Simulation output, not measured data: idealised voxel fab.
process module | voxel capacitor over wiring
cross-section cut | 150 nm wide | cells 5 nm
A cross-section is a grid of square cells, given in bands from the top down. A band is one or more rows of cells.
Each band's line starts with the height of the band's top and of its bottom, in nm. Then come its materials from left to right, each with its width in nm. One material with "throughout" fills the band from edge to edge. "air" is empty space.
Height 0 is the level under which the wafer as received is all one material. The lowest band goes on downwards, as in "0 down".
A width such as "30 to 40" changes by the same amount from each row of cells to the next, from the band's top row to its bottom row.
"no change" after a step means that no cell of the cross-section changed.
closed voids: empty space of 8 cells or more with no open way to the top, each as width x height at its distance from the left edge, in nm
after a step's settings: what the simulator itself notes on the step
overlay nm, on a step with a mask: how far to the right of its planned place the mask lay; to the left if negative
plan
1 op RECEIVE | material Si
2 op CONFORMAL_DEP | material SiO2 | thk nm 15
3 op CONFORMAL_DEP | material SiCN | thk nm 5
4 op DIRECTIONAL_DEP | material lowk | thk nm 20
5 op DIRECTIONAL_DEP | material aC | thk nm 15
6 op PATTERN | tone open | mask id METAL_1 | material resist | width nm 20 | pitch nm 90 | thk nm 35 | overlay nm 0
7 op DIRECTIONAL_ETCH | etch materials aC | depth nm 15
8 op STRIP | etch materials resist
9 op DIRECTIONAL_ETCH | etch materials lowk | depth nm 20
10 op DIRECTIONAL_ETCH | etch materials SiCN | depth nm 5
11 op STRIP | etch materials aC
12 op CONFORMAL_DEP | material TiN | thk nm 5
13 op FILL_DEP | material Cu | thk nm 10
14 op CMP | height nm 40
15 op CONFORMAL_DEP | material SiCN | thk nm 5
16 op DIRECTIONAL_DEP | material SiO2 | thk nm 10
17 op DIRECTIONAL_DEP | material aC | thk nm 10
18 op PATTERN | tone open | mask id PLUG_1 | material resist | width nm 15 | thk nm 25 | overlay nm 0
19 op DIRECTIONAL_ETCH | etch materials aC | depth nm 10
20 op STRIP | etch materials resist
21 op DIRECTIONAL_ETCH | etch materials SiO2 | depth nm 10
22 op DIRECTIONAL_ETCH | etch materials SiCN | depth nm 5
23 op STRIP | etch materials aC
24 op EPI | material Ru | thk nm 10
25 op EPI | material Ru | thk nm 5
26 op DIRECTIONAL_DEP | material TiN | thk nm 10
27 op DIRECTIONAL_DEP | material SiN | thk nm 5
28 op DIRECTIONAL_DEP | material TiN | thk nm 10
29 op MASKED_ETCH | tone cover | mask id UPPER_PLATE | width nm 75 | etch materials TiN | depth nm 10 | overlay nm 0
30 op MASKED_ETCH | tone cover | mask id UPPER_PLATE | width nm 75 | etch materials SiN | depth nm 5 | overlay nm 0
31 op MASKED_ETCH | tone cover | mask id LOWER_PLATE | width nm 85 | etch materials TiN | depth nm 10 | overlay nm 0
32 op FILL_DEP | material SiO2 | thk nm 15
33 op CMP | height nm 90
34 op MASKED_ETCH | tone open | mask id PLUG_2 | width nm 15 | etch materials SiO2 | depth nm 5 | overlay nm 0
35 op CONFORMAL_DEP | material TiN | thk nm 5
36 op FILL_DEP | material Cu | thk nm 10
37 op CMP | height nm 90
38 op CONFORMAL_DEP | material SiCN | thk nm 5
varied across the wafers: depth nm of step 34. The plan shows the first wafer's value. All wafers start alike
first wafer as received, after step 1
  0 down: Si throughout
  closed voids: none
first wafer at the end, after step 38
  95 to 90: SiCN throughout
  90 to 85: SiO2 35 | TiN 15 | SiO2 100
  85 to 80: SiO2 throughout
  80 to 70: SiO2 25 | TiN 75 | SiO2 50
  70 to 65: SiO2 25 | SiN 75 | SiO2 50
  65 to 55: SiO2 20 | TiN 85 | SiO2 45
  55 to 45: SiO2 25 | Ru 15 | SiO2 110
  45 to 40: SiCN 25 | Ru 15 | SiCN 110
  40 to 20: lowk 20 | TiN 5 | Cu 10 | TiN 5 | lowk 70 | TiN 5 | Cu 10 | TiN 5 | lowk 20
  20 to 15: SiCN 20 | TiN 20 | SiCN 70 | TiN 20 | SiCN 20
  15 to 0: SiO2 throughout
  0 down: Si throughout
  closed voids: none
last wafer at the end
  95 to 90: SiCN throughout
  90 to 85: SiO2 35 | TiN 5 | Cu 5 | TiN 5 | SiO2 100
  85 to 80: SiO2 35 | TiN 15 | SiO2 100
  80 to 70: SiO2 25 | TiN 75 | SiO2 50
  70 to 65: SiO2 25 | SiN 75 | SiO2 50
  65 to 55: SiO2 20 | TiN 85 | SiO2 45
  55 to 45: SiO2 25 | Ru 15 | SiO2 110
  45 to 40: SiCN 25 | Ru 15 | SiCN 110
  40 to 20: lowk 20 | TiN 5 | Cu 10 | TiN 5 | lowk 70 | TiN 5 | Cu 10 | TiN 5 | lowk 20
  20 to 15: SiCN 20 | TiN 20 | SiCN 70 | TiN 20 | SiCN 20
  15 to 0: SiO2 throughout
  0 down: Si throughout
  closed voids: none
each wafer at the end: cells of each material gained (+) or lost (-) since it was received, then its closed voids
depth nm 5 | +16 Cu | +9 Ru | +79 SiCN | +15 SiN | +272 SiO2 | +91 TiN | +88 lowk | closed voids: none
depth nm 10 | +17 Cu | +9 Ru | +79 SiCN | +15 SiN | +269 SiO2 | +93 TiN | +88 lowk | closed voids: none
depth nm 15 | +17 Cu | +9 Ru | +79 SiCN | +15 SiN | +269 SiO2 | +93 TiN | +88 lowk | closed voids: none
depth nm 20 | +17 Cu | +9 Ru | +79 SiCN | +15 SiN | +269 SiO2 | +93 TiN | +88 lowk | closed voids: none
depth nm 25 | +17 Cu | +9 Ru | +79 SiCN | +15 SiN | +269 SiO2 | +93 TiN | +88 lowk | closed voids: none
